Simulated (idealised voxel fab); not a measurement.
process module | voxel air gaps
cross-section cut | 240 nm wide | cells 5 nm
A cross-section is a grid of square cells, given in bands from the top down. A band is one or more rows of cells.
Each band's line starts with the height of the band's top and of its bottom, in nm. Then come its materials from left to right, each with its width in nm. One material with "throughout" fills the band from edge to edge. "air" is empty space.
Height 0 is the level under which the wafer as received is all one material. The lowest band goes on downwards, as in "0 down".
A width such as "30 to 40" changes by the same amount from each row of cells to the next, from the band's top row to its bottom row.
"no change" after a step means that no cell of the cross-section changed.
closed voids: empty space of 8 cells or more with no open way to the top, each as width x height at its distance from the left edge, in nm
after a step's settings: what the simulator itself notes on the step
overlay nm, on a step with a mask: how far to the right of its planned place the mask lay; to the left if negative
plan
1 op RECEIVE | material Si
2 op CONFORMAL_DEP | material SiO2 | thk nm 15
3 op CONFORMAL_DEP | material SiCN | thk nm 5
4 op DIRECTIONAL_DEP | material SiO2 | thk nm 40
5 op PATTERN | tone open | mask id LINES | material resist | width nm 15 | pitch nm 40 | thk nm 20 | overlay nm 0
6 op DIRECTIONAL_ETCH | etch materials SiO2 | depth nm 40
7 op STRIP | etch materials resist
8 op CONFORMAL_DEP | material TiN | thk nm 5
9 op FILL_DEP | material Cu | thk nm 5
10 op CMP | height nm 60
11 op EPI | material Ru | thk nm 10
12 op SELECTIVE_ETCH | etch materials SiO2 | depth nm 50
13 op CONFORMAL_DEP | material SiCN | thk nm 5
first wafer, as planned
as received, after step 1
  0 down: Si throughout
  closed voids: none
after step 2
  15 to 0: SiO2 throughout
  below 0: unchanged
after step 3
  20 to 15: SiCN throughout
  below 15: unchanged
after step 4
  60 to 20: SiO2 throughout
  below 20: unchanged
after step 5
  80 to 60: resist 50 | air 15 | resist 25 | air 15 | resist 25 | air 15 | resist 25 | air 15 | resist 55
  below 60: unchanged
after step 6
  80 to 60: resist 50 | air 15 | resist 25 | air 15 | resist 25 | air 15 | resist 25 | air 15 | resist 55
  60 to 20: SiO2 50 | air 15 | SiO2 25 | air 15 | SiO2 25 | air 15 | SiO2 25 | air 15 | SiO2 55
  below 20: unchanged
after step 7
  60 to 20: SiO2 50 | air 15 | SiO2 25 | air 15 | SiO2 25 | air 15 | SiO2 25 | air 15 | SiO2 55
  below 20: unchanged
after step 8
  65 to 60: TiN 55 | air 5 | TiN 35 | air 5 | TiN 35 | air 5 | TiN 35 | air 5 | TiN 60
  60 to 25: SiO2 50 | TiN 5 | air 5 | TiN 5 | SiO2 25 | TiN 5 | air 5 | TiN 5 | SiO2 25 | TiN 5 | air 5 | TiN 5 | SiO2 25 | TiN 5 | air 5 | TiN 5 | SiO2 55
  25 to 20: SiO2 50 | TiN 15 | SiO2 25 | TiN 15 | SiO2 25 | TiN 15 | SiO2 25 | TiN 15 | SiO2 55
  below 20: unchanged
after step 9
  70 to 65: Cu throughout
  65 to 60: TiN 55 | Cu 5 | TiN 35 | Cu 5 | TiN 35 | Cu 5 | TiN 35 | Cu 5 | TiN 60
  60 to 25: SiO2 50 | TiN 5 | Cu 5 | TiN 5 | SiO2 25 | TiN 5 | Cu 5 | TiN 5 | SiO2 25 | TiN 5 | Cu 5 | TiN 5 | SiO2 25 | TiN 5 | Cu 5 | TiN 5 | SiO2 55
  below 25: unchanged
after step 10
  60 to 25: SiO2 50 | TiN 5 | Cu 5 | TiN 5 | SiO2 25 | TiN 5 | Cu 5 | TiN 5 | SiO2 25 | TiN 5 | Cu 5 | TiN 5 | SiO2 25 | TiN 5 | Cu 5 | TiN 5 | SiO2 55
  below 25: unchanged
after step 11
  70 to 60: air 40 | Ru 35 | air 5 | Ru 35 | air 5 | Ru 35 | air 5 | Ru 35 | air 45
  below 60: unchanged
after step 12
  70 to 60: air 40 | Ru 35 | air 5 | Ru 35 | air 5 | Ru 35 | air 5 | Ru 35 | air 45
  60 to 25: air 50 | TiN 5 | Cu 5 | TiN 5 | air 25 | TiN 5 | Cu 5 | TiN 5 | air 25 | TiN 5 | Cu 5 | TiN 5 | air 25 | TiN 5 | Cu 5 | TiN 5 | air 55
  25 to 20: air 50 | TiN 15 | air 25 | TiN 15 | air 25 | TiN 15 | air 25 | TiN 15 | air 55
  below 20: unchanged
after step 13
  75 to 70: air 35 | SiCN 165 | air 40
  70 to 60: air 35 | SiCN 5 | Ru 35 | SiCN 5 | Ru 35 | SiCN 5 | Ru 35 | SiCN 5 | Ru 35 | SiCN 5 | air 40
  60 to 55: air 35 | SiCN 15 | TiN 5 | Cu 5 | TiN 5 | SiCN 25 | TiN 5 | Cu 5 | TiN 5 | SiCN 25 | TiN 5 | Cu 5 | TiN 5 | SiCN 25 | TiN 5 | Cu 5 | TiN 5 | SiCN 15 | air 40
  55 to 25: air 45 | SiCN 5 | TiN 5 | Cu 5 | TiN 5 | SiCN 5 | air 15 | SiCN 5 | TiN 5 | Cu 5 | TiN 5 | SiCN 5 | air 15 | SiCN 5 | TiN 5 | Cu 5 | TiN 5 | SiCN 5 | air 15 | SiCN 5 | TiN 5 | Cu 5 | TiN 5 | SiCN 5 | air 50
  25 to 20: SiCN 50 | TiN 15 | SiCN 25 | TiN 15 | SiCN 25 | TiN 15 | SiCN 25 | TiN 15 | SiCN 55
  below 20: unchanged
  closed voids: 15 x 30 at 70; 15 x 30 at 110; 15 x 30 at 150
second wafer: like start, like plan, one mistake. Through step 4 it matches the first wafer
when step 5 should have ended
  80 to 60: resist 40 | air 15 | resist 25 | air 15 | resist 25 | air 15 | resist 25 | air 15 | resist 65
  below 60: unchanged
when step 6 should have ended
  80 to 60: resist 40 | air 15 | resist 25 | air 15 | resist 25 | air 15 | resist 25 | air 15 | resist 65
  60 to 20: SiO2 40 | air 15 | SiO2 25 | air 15 | SiO2 25 | air 15 | SiO2 25 | air 15 | SiO2 65
  below 20: unchanged
when step 7 should have ended
  60 to 20: SiO2 40 | air 15 | SiO2 25 | air 15 | SiO2 25 | air 15 | SiO2 25 | air 15 | SiO2 65
  below 20: unchanged
when step 8 should have ended
  65 to 60: TiN 45 | air 5 | TiN 35 | air 5 | TiN 35 | air 5 | TiN 35 | air 5 | TiN 70
  60 to 25: SiO2 40 | TiN 5 | air 5 | TiN 5 | SiO2 25 | TiN 5 | air 5 | TiN 5 | SiO2 25 | TiN 5 | air 5 | TiN 5 | SiO2 25 | TiN 5 | air 5 | TiN 5 | SiO2 65
  25 to 20: SiO2 40 | TiN 15 | SiO2 25 | TiN 15 | SiO2 25 | TiN 15 | SiO2 25 | TiN 15 | SiO2 65
  below 20: unchanged
when step 9 should have ended
  70 to 65: Cu throughout
  65 to 60: TiN 45 | Cu 5 | TiN 35 | Cu 5 | TiN 35 | Cu 5 | TiN 35 | Cu 5 | TiN 70
  60 to 25: SiO2 40 | TiN 5 | Cu 5 | TiN 5 | SiO2 25 | TiN 5 | Cu 5 | TiN 5 | SiO2 25 | TiN 5 | Cu 5 | TiN 5 | SiO2 25 | TiN 5 | Cu 5 | TiN 5 | SiO2 65
  below 25: unchanged
when step 10 should have ended
  60 to 25: SiO2 40 | TiN 5 | Cu 5 | TiN 5 | SiO2 25 | TiN 5 | Cu 5 | TiN 5 | SiO2 25 | TiN 5 | Cu 5 | TiN 5 | SiO2 25 | TiN 5 | Cu 5 | TiN 5 | SiO2 65
  below 25: unchanged
when step 11 should have ended
  70 to 60: air 30 | Ru 35 | air 5 | Ru 35 | air 5 | Ru 35 | air 5 | Ru 35 | air 55
  below 60: unchanged
when step 12 should have ended
  70 to 60: air 30 | Ru 35 | air 5 | Ru 35 | air 5 | Ru 35 | air 5 | Ru 35 | air 55
  60 to 25: air 40 | TiN 5 | Cu 5 | TiN 5 | air 25 | TiN 5 | Cu 5 | TiN 5 | air 25 | TiN 5 | Cu 5 | TiN 5 | air 25 | TiN 5 | Cu 5 | TiN 5 | air 65
  25 to 20: air 40 | TiN 15 | air 25 | TiN 15 | air 25 | TiN 15 | air 25 | TiN 15 | air 65
  below 20: unchanged
when step 13 should have ended
  75 to 70: air 25 | SiCN 165 | air 50
  70 to 60: air 25 | SiCN 5 | Ru 35 | SiCN 5 | Ru 35 | SiCN 5 | Ru 35 | SiCN 5 | Ru 35 | SiCN 5 | air 50
  60 to 55: air 25 | SiCN 15 | TiN 5 | Cu 5 | TiN 5 | SiCN 25 | TiN 5 | Cu 5 | TiN 5 | SiCN 25 | TiN 5 | Cu 5 | TiN 5 | SiCN 25 | TiN 5 | Cu 5 | TiN 5 | SiCN 15 | air 50
  55 to 25: air 35 | SiCN 5 | TiN 5 | Cu 5 | TiN 5 | SiCN 5 | air 15 | SiCN 5 | TiN 5 | Cu 5 | TiN 5 | SiCN 5 | air 15 | SiCN 5 | TiN 5 | Cu 5 | TiN 5 | SiCN 5 | air 15 | SiCN 5 | TiN 5 | Cu 5 | TiN 5 | SiCN 5 | air 60
  25 to 20: SiCN 40 | TiN 15 | SiCN 25 | TiN 15 | SiCN 25 | TiN 15 | SiCN 25 | TiN 15 | SiCN 65
  below 20: unchanged
  closed voids: 15 x 30 at 60; 15 x 30 at 100; 15 x 30 at 140
what went wrong: step 5 ran as: op PATTERN | tone open | mask id LINES | material resist | width nm 15 | pitch nm 40 | thk nm 20 | overlay nm -10
at the end the second wafer has, in cells: as many of each material as the first, in other places
